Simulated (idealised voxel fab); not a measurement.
You're looking at the process module voxel self aligned contacts.
Each square cell in cross-section cut measures 5 nm, and the section as a whole is 265 nm wide.
Format of a cross-section: grid, square cells. Given as bands. Order: top down. Band: one or more rows of cells.
Band: top and bottom heights (nm) first, top before bottom; then materials from left to right, widths in nm. "everywhere" marks a sole material filling the band edge to edge. "blank" denotes empty space.
Heights from 0 (as-received wafer is one material below). Bottom band endless downward, as "0..down".
When a width is written as two numbers, as in "30..40", the first number is the width in the top row of cells of the band and the second is the width in its bottom row, and the width changes by the same amount from each row to the next.
Step marked "nothing altered"? Then no cell in the cross-section changed in it.
Heads up: "Fully closed voids" only lists the empty pockets with no open path to the top that are 8 cells or more, and it writes them as width x height at distance, distance from the left edge, in nm.
On each step's line, the part that comes after the settings is the simulator's own comment on the step.
What "overlay nm" on a step's line means: if the step has a mask, that mask lay this far to the right of its planned place, or, when the value is negative, to the left.

-- Planned process steps
- 1: RECEIVE | material Si
- 2: CONFORMAL_DEP | material SiO2 | thk nm 5
- 3: DIRECTIONAL_DEP | material polySi | thk nm 30
- 4: DIRECTIONAL_DEP | material SiN | thk nm 15
- 5: DIRECTIONAL_DEP | material aC | thk nm 15
- 6: PATTERN | tone cover | mask id GATE | material resist | width nm 25 | pitch nm 50 | thk nm 30 | overlay nm 0
- 7: DIRECTIONAL_ETCH | etch materials aC | depth nm 15
- 8: STRIP | etch materials resist
- 9: DIRECTIONAL_ETCH | etch materials SiN | depth nm 15
- 10: DIRECTIONAL_ETCH | etch materials polySi | depth nm 30
- 11: STRIP | etch materials aC
- 12: CONFORMAL_DEP | material SiN | thk nm 5
- 13: DIRECTIONAL_ETCH | etch materials SiN | depth nm 5
- 14: FILL_DEP | material SiO2 | thk nm 15
- 15: CMP | height nm 55
- 16: DIRECTIONAL_DEP | material aC | thk nm 10
- 17: PATTERN | tone open | mask id CONTACT | material resist | width nm 35 | thk nm 30 | overlay nm 0
- 18: DIRECTIONAL_ETCH | etch materials aC | depth nm 10
- 19: STRIP | etch materials resist
- 20: DIRECTIONAL_ETCH | etch materials SiO2 | depth nm 55
- 21: STRIP | etch materials aC
- 22: CONFORMAL_DEP | material TiN | thk nm 5
- 23: FILL_DEP | material W | thk nm 5
- 24: CMP | height nm 55
- 25: CONFORMAL_DEP | material SiN | thk nm 5

-- Run as planned: first of two wafers

-- Wafer cross-section on receipt, i.e. after step 1
- 0..down | Si everywhere
- Fully closed voids: none

-- After step 2, in cross-section
- 5..0 | SiO2 everywhere
- Heights below 0 show no change.

-- After step 3, in cross-section
- 35..5 | polySi everywhere
- Heights below 5 show no change.

-- After step 4, in cross-section
- 50..35 | SiN everywhere
- Heights below 35 show no change.

-- After step 5, in cross-section
- 65..50 | aC everywhere
- Heights below 50 show no change.

-- After step 6, in cross-section
- 95..65 | blank 95 nm | resist 25 nm | blank 25 nm | resist 25 nm | blank 95 nm
- Heights below 65 show no change.

-- After step 7, in cross-section
- 80..65 | blank 95 nm | resist 25 nm | blank 25 nm | resist 25 nm | blank 95 nm
- 65..50 | blank 95 nm | aC 25 nm | blank 25 nm | aC 25 nm | blank 95 nm
- Heights below 50 show no change.

-- After step 8, in cross-section
- 65..50 | blank 95 nm | aC 25 nm | blank 25 nm | aC 25 nm | blank 95 nm
- Heights below 50 show no change.

-- After step 9, in cross-section
- 65..50 | blank 95 nm | aC 25 nm | blank 25 nm | aC 25 nm | blank 95 nm
- 50..35 | blank 95 nm | SiN 25 nm | blank 25 nm | SiN 25 nm | blank 95 nm
- Heights below 35 show no change.

-- After step 10, in cross-section
- 65..50 | blank 95 nm | aC 25 nm | blank 25 nm | aC 25 nm | blank 95 nm
- 50..35 | blank 95 nm | SiN 25 nm | blank 25 nm | SiN 25 nm | blank 95 nm
- 35..5 | blank 95 nm | polySi 25 nm | blank 25 nm | polySi 25 nm | blank 95 nm
- Heights below 5 show no change.

-- After step 11, in cross-section
- 50..35 | blank 95 nm | SiN 25 nm | blank 25 nm | SiN 25 nm | blank 95 nm
- Heights below 35 show no change.

-- After step 12, in cross-section
- 55..35 | blank 90 nm | SiN 35 nm | blank 15 nm | SiN 35 nm | blank 90 nm
- 35..10 | blank 90 nm | SiN 5 nm | polySi 25 nm | SiN 5 nm | blank 15 nm | SiN 5 nm | polySi 25 nm | SiN 5 nm | blank 90 nm
- 10..5 | SiN 95 nm | polySi 25 nm | SiN 25 nm | polySi 25 nm | SiN 95 nm
- Heights below 5 show no change.

-- After step 13, in cross-section
- 50..35 | blank 90 nm | SiN 35 nm | blank 15 nm | SiN 35 nm | blank 90 nm
- 35..5 | blank 90 nm | SiN 5 nm | polySi 25 nm | SiN 5 nm | blank 15 nm | SiN 5 nm | polySi 25 nm | SiN 5 nm | blank 90 nm
- Heights below 5 show no change.

-- After step 14, in cross-section
- 65..50 | SiO2 everywhere
- 50..35 | SiO2 90 nm | SiN 35 nm | SiO2 15 nm | SiN 35 nm | SiO2 90 nm
- 35..5 | SiO2 90 nm | SiN 5 nm | polySi 25 nm | SiN 5 nm | SiO2 15 nm | SiN 5 nm | polySi 25 nm | SiN 5 nm | SiO2 90 nm
- Heights below 5 show no change.

-- After step 15, in cross-section
- 55..50 | SiO2 everywhere
- Heights below 50 show no change.

-- After step 16, in cross-section
- 65..55 | aC everywhere
- Heights below 55 show no change.

-- After step 17, in cross-section
- 95..65 | resist 115 nm | blank 35 nm | resist 115 nm
- Heights below 65 show no change.

-- After step 18, in cross-section
- 85..65 | resist 115 nm | blank 35 nm | resist 115 nm
- 65..55 | aC 115 nm | blank 35 nm | aC 115 nm
- Heights below 55 show no change.

-- After step 19, in cross-section
- 65..55 | aC 115 nm | blank 35 nm | aC 115 nm
- Heights below 55 show no change.

-- After step 20, in cross-section
- 65..55 | aC 115 nm | blank 35 nm | aC 115 nm
- 55..50 | SiO2 115 nm | blank 35 nm | SiO2 115 nm
- 50..35 | SiO2 90 nm | SiN 35 nm | blank 15 nm | SiN 35 nm | SiO2 90 nm
- 35..5 | SiO2 90 nm | SiN 5 nm | polySi 25 nm | SiN 5 nm | blank 15 nm | SiN 5 nm | polySi 25 nm | SiN 5 nm | SiO2 90 nm
- 5..0 | SiO2 125 nm | blank 15 nm | SiO2 125 nm
- Heights below 0 show no change.

-- After step 21, in cross-section
- 55..50 | SiO2 115 nm | blank 35 nm | SiO2 115 nm
- Heights below 50 show no change.

-- After step 22, in cross-section
- 60..55 | TiN 120 nm | blank 25 nm | TiN 120 nm
- 55..50 | SiO2 115 nm | TiN 15 nm | blank 5 nm | TiN 15 nm | SiO2 115 nm
- 50..35 | SiO2 90 nm | SiN 35 nm | TiN 5 nm | blank 5 nm | TiN 5 nm | SiN 35 nm | SiO2 90 nm
- 35..5 | SiO2 90 nm | SiN 5 nm | polySi 25 nm | SiN 5 nm | TiN 5 nm | blank 5 nm | TiN 5 nm | SiN 5 nm | polySi 25 nm | SiN 5 nm | SiO2 90 nm
- 5..0 | SiO2 125 nm | TiN 15 nm | SiO2 125 nm
- Heights below 0 show no change.

-- After step 23, in cross-section
- 65..60 | W everywhere
- 60..55 | TiN 120 nm | W 25 nm | TiN 120 nm
- 55..50 | SiO2 115 nm | TiN 15 nm | W 5 nm | TiN 15 nm | SiO2 115 nm
- 50..35 | SiO2 90 nm | SiN 35 nm | TiN 5 nm | W 5 nm | TiN 5 nm | SiN 35 nm | SiO2 90 nm
- 35..5 | SiO2 90 nm | SiN 5 nm | polySi 25 nm | SiN 5 nm | TiN 5 nm | W 5 nm | TiN 5 nm | SiN 5 nm | polySi 25 nm | SiN 5 nm | SiO2 90 nm
- Heights below 5 show no change.

-- After step 24, in cross-section
- 55..50 | SiO2 115 nm | TiN 15 nm | W 5 nm | TiN 15 nm | SiO2 115 nm
- Heights below 50 show no change.

-- After step 25, in cross-section
- 60..55 | SiN everywhere
- Heights below 55 show no change.

-- Second wafer: same start and same plan as the first, one execution error; identical to the first through step 2

-- Second wafer, sectioned view, at step 3's planned end time
- 65..5 | polySi everywhere
- Heights below 5 show no change.

-- Second wafer, sectioned view, at step 4's planned end time
- 80..65 | SiN everywhere
- Heights below 65 show no change.

-- Second wafer, sectioned view, at step 5's planned end time
- 95..80 | aC everywhere
- Heights below 80 show no change.

-- Second wafer, sectioned view, at step 6's planned end time
- 125..95 | blank 95 nm | resist 25 nm | blank 25 nm | resist 25 nm | blank 95 nm
- Heights below 95 show no change.

-- Second wafer, sectioned view, at step 7's planned end time
- 110..95 | blank 95 nm | resist 25 nm | blank 25 nm | resist 25 nm | blank 95 nm
- 95..80 | blank 95 nm | aC 25 nm | blank 25 nm | aC 25 nm | blank 95 nm
- Heights below 80 show no change.

-- Second wafer, sectioned view, at step 8's planned end time
- 95..80 | blank 95 nm | aC 25 nm | blank 25 nm | aC 25 nm | blank 95 nm
- Heights below 80 show no change.

-- Second wafer, sectioned view, at step 9's planned end time
- 95..80 | blank 95 nm | aC 25 nm | blank 25 nm | aC 25 nm | blank 95 nm
- 80..65 | blank 95 nm | SiN 25 nm | blank 25 nm | SiN 25 nm | blank 95 nm
- Heights below 65 show no change.

-- Second wafer, sectioned view, at step 10's planned end time
- 95..80 | blank 95 nm | aC 25 nm | blank 25 nm | aC 25 nm | blank 95 nm
- 80..65 | blank 95 nm | SiN 25 nm | blank 25 nm | SiN 25 nm | blank 95 nm
- 65..35 | blank 95 nm | polySi 25 nm | blank 25 nm | polySi 25 nm | blank 95 nm
- Heights below 35 show no change.

-- Second wafer, sectioned view, at step 11's planned end time
- 80..65 | blank 95 nm | SiN 25 nm | blank 25 nm | SiN 25 nm | blank 95 nm
- Heights below 65 show no change.

-- Second wafer, sectioned view, at step 12's planned end time
- 85..65 | blank 90 nm | SiN 35 nm | blank 15 nm | SiN 35 nm | blank 90 nm
- 65..40 | blank 90 nm | SiN 5 nm | polySi 25 nm | SiN 5 nm | blank 15 nm | SiN 5 nm | polySi 25 nm | SiN 5 nm | blank 90 nm
- 40..35 | SiN 95 nm | polySi 25 nm | SiN 25 nm | polySi 25 nm | SiN 95 nm
- Heights below 35 show no change.

-- Second wafer, sectioned view, at step 13's planned end time
- 80..65 | blank 90 nm | SiN 35 nm | blank 15 nm | SiN 35 nm | blank 90 nm
- 65..35 | blank 90 nm | SiN 5 nm | polySi 25 nm | SiN 5 nm | blank 15 nm | SiN 5 nm | polySi 25 nm | SiN 5 nm | blank 90 nm
- Heights below 35 show no change.

-- Second wafer, sectioned view, at step 14's planned end time
- 95..80 | SiO2 everywhere
- 80..65 | SiO2 90 nm | SiN 35 nm | SiO2 15 nm | SiN 35 nm | SiO2 90 nm
- 65..35 | SiO2 90 nm | SiN 5 nm | polySi 25 nm | SiN 5 nm | SiO2 15 nm | SiN 5 nm | polySi 25 nm | SiN 5 nm | SiO2 90 nm
- Heights below 35 show no change.

-- Second wafer, sectioned view, at step 15's planned end time
- 55..35 | SiO2 90 nm | SiN 5 nm | polySi 25 nm | SiN 5 nm | SiO2 15 nm | SiN 5 nm | polySi 25 nm | SiN 5 nm | SiO2 90 nm
- Heights below 35 show no change.

-- Second wafer, sectioned view, at step 16's planned end time
- 65..55 | aC everywhere
- Heights below 55 show no change.

-- Second wafer, sectioned view, at step 17's planned end time
- 95..65 | resist 115 nm | blank 35 nm | resist 115 nm
- Heights below 65 show no change.

-- Second wafer, sectioned view, at step 18's planned end time
- 85..65 | resist 115 nm | blank 35 nm | resist 115 nm
- 65..55 | aC 115 nm | blank 35 nm | aC 115 nm
- Heights below 55 show no change.

-- Second wafer, sectioned view, at step 19's planned end time
- 65..55 | aC 115 nm | blank 35 nm | aC 115 nm
- Heights below 55 show no change.

-- Second wafer, sectioned view, at step 20's planned end time
- 65..55 | aC 115 nm | blank 35 nm | aC 115 nm
- 55..35 | SiO2 90 nm | SiN 5 nm | polySi 25 nm | SiN 5 nm | blank 15 nm | SiN 5 nm | polySi 25 nm | SiN 5 nm | SiO2 90 nm
- Heights below 35 show no change.

-- Second wafer, sectioned view, at step 21's planned end time
- 55..35 | SiO2 90 nm | SiN 5 nm | polySi 25 nm | SiN 5 nm | blank 15 nm | SiN 5 nm | polySi 25 nm | SiN 5 nm | SiO2 90 nm
- Heights below 35 show no change.

-- Second wafer, sectioned view, at step 22's planned end time
- 60..55 | TiN 130 nm | blank 5 nm | TiN 130 nm
- 55..40 | SiO2 90 nm | SiN 5 nm | polySi 25 nm | SiN 5 nm | TiN 5 nm | blank 5 nm | TiN 5 nm | SiN 5 nm | polySi 25 nm | SiN 5 nm | SiO2 90 nm
- 40..35 | SiO2 90 nm | SiN 5 nm | polySi 25 nm | SiN 5 nm | TiN 15 nm | SiN 5 nm | polySi 25 nm | SiN 5 nm | SiO2 90 nm
- Heights below 35 show no change.

-- Second wafer, sectioned view, at step 23's planned end time
- 65..60 | W everywhere
- 60..55 | TiN 130 nm | W 5 nm | TiN 130 nm
- 55..40 | SiO2 90 nm | SiN 5 nm | polySi 25 nm | SiN 5 nm | TiN 5 nm | W 5 nm | TiN 5 nm | SiN 5 nm | polySi 25 nm | SiN 5 nm | SiO2 90 nm
- Heights below 40 show no change.

-- Second wafer, sectioned view, at step 24's planned end time
- 55..40 | SiO2 90 nm | SiN 5 nm | polySi 25 nm | SiN 5 nm | TiN 5 nm | W 5 nm | TiN 5 nm | SiN 5 nm | polySi 25 nm | SiN 5 nm | SiO2 90 nm
- Heights below 40 show no change.

-- Second wafer, sectioned view, at step 25's planned end time
- 60..55 | SiN everywhere
- Heights below 55 show no change.
What broke from the plan during processing? twice over, step 3 of the plan was run
Counted in cells at the end, the second wafer holds more or fewer of these materials than the first: SiN -50; SiO2 -223; TiN -18; W -7; polySi +298
